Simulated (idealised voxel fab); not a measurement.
process module | voxel plated lines
cross-section cut | 145 nm wide | cells 5 nm
A cross-section is a grid of square cells, given in bands from the top down. A band is one or more rows of cells.
Each band's line starts with the height of the band's top and of its bottom, in nm. Then come its materials from left to right, each with its width in nm. One material with "throughout" fills the band from edge to edge. "air" is empty space.
Height 0 is the level under which the wafer as received is all one material. The lowest band goes on downwards, as in "0 down".
A width such as "30 to 40" changes by the same amount from each row of cells to the next, from the band's top row to its bottom row.
"no change" after a step means that no cell of the cross-section changed.
closed voids: empty space of 8 cells or more with no open way to the top, each as width x height at its distance from the left edge, in nm
after a step's settings: what the simulator itself notes on the step
overlay nm, on a step with a mask: how far to the right of its planned place the mask lay; to the left if negative
plan
1 op RECEIVE | material Si
2 op CONFORMAL_DEP | material Al2O3 | thk nm 10
3 op DIRECTIONAL_DEP | material TiN | thk nm 5
4 op PATTERN | tone open | mask id LINES | material resist | width nm 30 | pitch nm 45 | thk nm 20 | overlay nm 0
5 op EPI | material Ru | thk nm 5
6 op STRIP | etch materials resist
7 op DIRECTIONAL_ETCH | etch materials TiN | depth nm 5
8 op CONFORMAL_DEP | material SiO2 | thk nm 5
as received, after step 1
  0 down: Si throughout
  closed voids: none
first wafer at the end, as planned
  25 to 20: air 30 | SiO2 40 | air 5 | SiO2 40 | air 30
  20 to 15: air 30 | SiO2 5 | Ru 30 | SiO2 5 | air 5 | SiO2 5 | Ru 30 | SiO2 5 | air 30
  15 to 10: SiO2 35 | TiN 30 | SiO2 15 | TiN 30 | SiO2 35
  10 to 0: Al2O3 throughout
  0 down: Si throughout
  closed voids: none
second wafer at the end: like start, like plan, one mistake
  25 to 20: air 20 | SiO2 40 | air 5 | SiO2 40 | air 40
  20 to 15: air 20 | SiO2 5 | Ru 30 | SiO2 5 | air 5 | SiO2 5 | Ru 30 | SiO2 5 | air 40
  15 to 10: SiO2 25 | TiN 30 | SiO2 15 | TiN 30 | SiO2 45
  10 to 0: Al2O3 throughout
  0 down: Si throughout
  closed voids: none
what went wrong: step 4 ran as: op PATTERN | tone open | mask id LINES | material resist | width nm 30 | pitch nm 45 | thk nm 20 | overlay nm -10
at the end the second wafer has, in cells: as many of each material as the first, in other places
